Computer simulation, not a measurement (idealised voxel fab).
process module | voxel transistor to metal
cross-section cut | 185 nm wide | cells 5 nm
A cross-section is a grid of square cells, given in bands from the top down. A band is one or more rows of cells.
Each band's line starts with the height of the band's top and of its bottom, in nm. Then come its materials from left to right, each with its width in nm. One material with "throughout" fills the band from edge to edge. "air" is empty space.
Height 0 is the level under which the wafer as received is all one material. The lowest band goes on downwards, as in "0 down".
A width such as "30 to 40" changes by the same amount from each row of cells to the next, from the band's top row to its bottom row.
"no change" after a step means that no cell of the cross-section changed.
closed voids: empty space of 8 cells or more with no open way to the top, each as width x height at its distance from the left edge, in nm
after a step's settings: what the simulator itself notes on the step
overlay nm, on a step with a mask: how far to the right of its planned place the mask lay; to the left if negative
plan
1 op RECEIVE | material Si
2 op CONFORMAL_DEP | material SiO2 | thk nm 5
3 op CONFORMAL_DEP | material SiN | thk nm 10
4 op MASKED_ETCH | tone cover | mask id ACTIVE | width nm 110 | etch materials SiN | depth nm 10 | overlay nm 0
5 op MASKED_ETCH | tone cover | mask id ACTIVE | width nm 110 | etch materials SiO2 | depth nm 5 | overlay nm 0
6 op MASKED_ETCH | tone cover | mask id ACTIVE | width nm 110 | etch materials Si | depth nm 35 | overlay nm 0
7 op OXIDIZE | depth nm 5
8 op FILL_DEP | material SiO2 | thk nm 10
9 op CMP | height nm 15
10 op SELECTIVE_ETCH | etch materials SiO2 | depth nm 10
11 op STRIP | etch materials SiN
12 op SELECTIVE_ETCH | etch materials SiO2 | depth nm 5
13 op OXIDIZE | depth nm 5
14 op DIRECTIONAL_DEP | material polySi | thk nm 30
15 op DIRECTIONAL_DEP | material SiCN | thk nm 10
16 op MASKED_ETCH | tone cover | mask id GATE | width nm 30 | etch materials SiCN | depth nm 20 | overlay nm 0
17 op MASKED_ETCH | tone cover | mask id GATE | width nm 30 | etch materials polySi | depth nm 40 | overlay nm 0
18 op CONFORMAL_DEP | material SiN | thk nm 10
19 op DIRECTIONAL_ETCH | etch materials SiN | depth nm 10
20 op DIRECTIONAL_ETCH | etch materials SiO2 | depth nm 5
21 op DIRECTIONAL_ETCH | etch materials Si | depth nm 10
22 op EPI | material pSi | thk nm 10
23 op FILL_DEP | material SiO2 | thk nm 5
24 op CMP | height nm 30
25 op STRIP | etch materials polySi
26 op SELECTIVE_ETCH | etch materials SiO2 | depth nm 5
27 op CONFORMAL_DEP | material HfO2 | thk nm 5
28 op CONFORMAL_DEP | material TiN | thk nm 5
29 op FILL_DEP | material W | thk nm 5
30 op CMP | height nm 25
31 op DIRECTIONAL_DEP | material SiO2 | thk nm 10
32 op MASKED_ETCH | tone open | mask id CONTACT | width nm 20 | pitch nm 80 | etch materials SiO2 | depth nm 40 | overlay nm 0
33 op CONFORMAL_DEP | material TiN | thk nm 5
34 op FILL_DEP | material Ru | thk nm 5
35 op CMP | height nm 35
36 op DIRECTIONAL_DEP | material TiN | thk nm 5
37 op DIRECTIONAL_DEP | material Ru | thk nm 15
38 op PATTERN | tone cover | mask id METAL_1 | material resist | width nm 20 | pitch nm 80 | thk nm 15 | overlay nm 0
39 op DIRECTIONAL_ETCH | etch materials Ru | depth nm 15
40 op DIRECTIONAL_ETCH | etch materials TiN | depth nm 5
41 op STRIP | etch materials resist
42 op CONFORMAL_DEP | material SiCN | thk nm 5
43 op FILL_DEP | material lowk | thk nm 10
44 op CMP | height nm 55
45 op CONFORMAL_DEP | material SiCN | thk nm 5
46 op DIRECTIONAL_DEP | material SiO2 | thk nm 25
47 op DIRECTIONAL_DEP | material aC | thk nm 15
48 op PATTERN | tone open | mask id METAL_2_HOLES | material resist | width nm 15 | pitch nm 80 | thk nm 30 | overlay nm 0
49 op DIRECTIONAL_ETCH | etch materials aC | depth nm 15
50 op STRIP | etch materials resist
51 op DIRECTIONAL_ETCH | etch materials SiO2 | depth nm 25
52 op STRIP | etch materials aC
53 op DIRECTIONAL_DEP | material aC | thk nm 10
54 op PATTERN | tone open | mask id METAL_2 | material resist | width nm 20 | pitch nm 80 | thk nm 30 | overlay nm 0
55 op DIRECTIONAL_ETCH | etch materials aC | depth nm 10
56 op STRIP | etch materials resist
57 op DIRECTIONAL_ETCH | etch materials SiO2 | depth nm 15
58 op DIRECTIONAL_ETCH | etch materials SiCN | depth nm 5
59 op STRIP | etch materials aC
60 op CONFORMAL_DEP | material TiN | thk nm 5
61 op FILL_DEP | material Cu | thk nm 5
62 op CMP | height nm 85
63 op CONFORMAL_DEP | material SiN | thk nm 5
as received, after step 1
  0 down: Si throughout
  closed voids: none
a wafer at the end: this start, this plan, one mistake
  90 to 85: SiN throughout
  85 to 80: SiCN 40 | TiN 20 | SiCN 60 | TiN 20 | SiCN 45
  80 to 55: SiO2 throughout
  55 to 40: lowk 35 | SiCN 5 | Ru 20 | SiCN 5 | lowk 50 | SiCN 5 | Ru 20 | SiCN 5 | lowk 40
  40 to 35: SiCN 40 | TiN 20 | SiCN 60 | TiN 20 | SiCN 45
  35 to 25: SiO2 40 | TiN 5 | Ru 10 | TiN 5 | SiO2 60 | TiN 5 | Ru 10 | TiN 5 | SiO2 45
  25 to 10: SiO2 40 | TiN 5 | Ru 10 | TiN 5 | SiO2 5 | SiN 10 | HfO2 5 | TiN 5 | W 10 | TiN 5 | HfO2 5 | SiN 10 | SiO2 5 | TiN 5 | Ru 10 | TiN 5 | SiO2 45
  10 to 5: SiO2 40 | TiN 5 | Ru 5 | TiN 10 | SiO2 5 | SiN 10 | HfO2 5 | TiN 5 | W 10 | TiN 5 | HfO2 5 | SiN 10 | SiO2 5 | TiN 10 | Ru 5 | TiN 5 | SiO2 45
  5 to 0: SiO2 40 | TiN 5 | Ru 5 | TiN 5 | pSi 10 | SiN 10 | HfO2 5 | TiN 20 | HfO2 5 | SiN 10 | pSi 10 | TiN 5 | Ru 5 | TiN 5 | SiO2 45
  0 to -5: SiO2 40 | TiN 15 | pSi 10 | SiO2 5 | HfO2 40 | SiO2 5 | pSi 10 | TiN 15 | SiO2 45
  -5 to -15: SiO2 40 | pSi 25 | Si 50 | pSi 25 | SiO2 45
  -15 to -40: SiO2 40 | Si 100 | SiO2 45
  -40 down: Si throughout
  closed voids: none
what went wrong: steps 45 and 46 were swapped
